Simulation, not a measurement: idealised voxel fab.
Process module, titled voxel local oxidation
It is cross-section cut that appears here, measuring 175 nm in width, its square cells being 5 nm in size.
Cross-sections here: square-cell grids, written as top-down lists of bands, a band being one or more rows of cells. Quick guide to a band line: top height, bottom height (nm) up front; then every material left to right with its width in nm. Only one material and it's marked "throughout"? Then it fills the band edge to edge. And "blank" just means empty space. Convention: height 0 is the level below which the wafer, as received, is all one material. The lowest band does not terminate at the bottom but continues downward, represented as "z 0 and below". A width given as "30->40" starts at the first number in the band's top row and ends at the second number in its bottom row, shifting by an equal amount at every step from row to row. You'll sometimes find "identical to before" written for a step, and that's the way of saying that nowhere in the cross-section did a cell change during that step. Empty spaces counting at least 8 cells and having no open way to the top are listed in "Entrapped voids". The notation width x height at distance is used for each, the distance being from the left edge and all three values in nm. Step line, after settings: the simulator's comment on this step. On any step carrying a mask, the "overlay nm" setting, if present on the step's line, tells how far right of its planned place the mask lay; negative values point to the left.
-- Set out below are the planned steps of the process
| 1 | RECEIVE, material Si |
| 2 | OXIDIZE, depth nm 5 |
| 3 | CONFORMAL_DEP, material SiN, thk nm 10 |
| 4 | MASKED_ETCH, tone cover, mask id ACTIVE, width nm 115, etch materials SiN, depth nm 10, overlay nm 0 |
| 5 | SELECTIVE_ETCH, etch materials SiO2, depth nm 5 |
| 6 | OXIDIZE, depth nm 15 |
| 7 | STRIP, etch materials SiN |
-- This is the cross-section of the wafer as we received it, i.e. after step 1
z 0 and below  Si throughout
Entrapped voids: none
-- Looking at the first of two wafers in cross-section at end of module - ran to plan
z 0 to -5  35 blank | 105 SiO2 | 35 blank
z -5 to -20  50 SiO2 | 75 Si | 50 SiO2
z -20 and below  Si throughout
Entrapped voids: none
-- Presented here is a cross-section of the second of the two wafers as it stood at the end of the module. It was started in the same manner and assigned the same plan as the first wafer; however, one mistake was made in its execution
z -5 to -20  50 blank | 75 Si | 50 blank
z -20 and below  Si throughout
Entrapped voids: none
Here's what went sideways: not per plan at step 7, really ran STRIP, etch materials SiO2
Cell-count delta at end, second wafer over first, by material: SiO2: 81 fewer
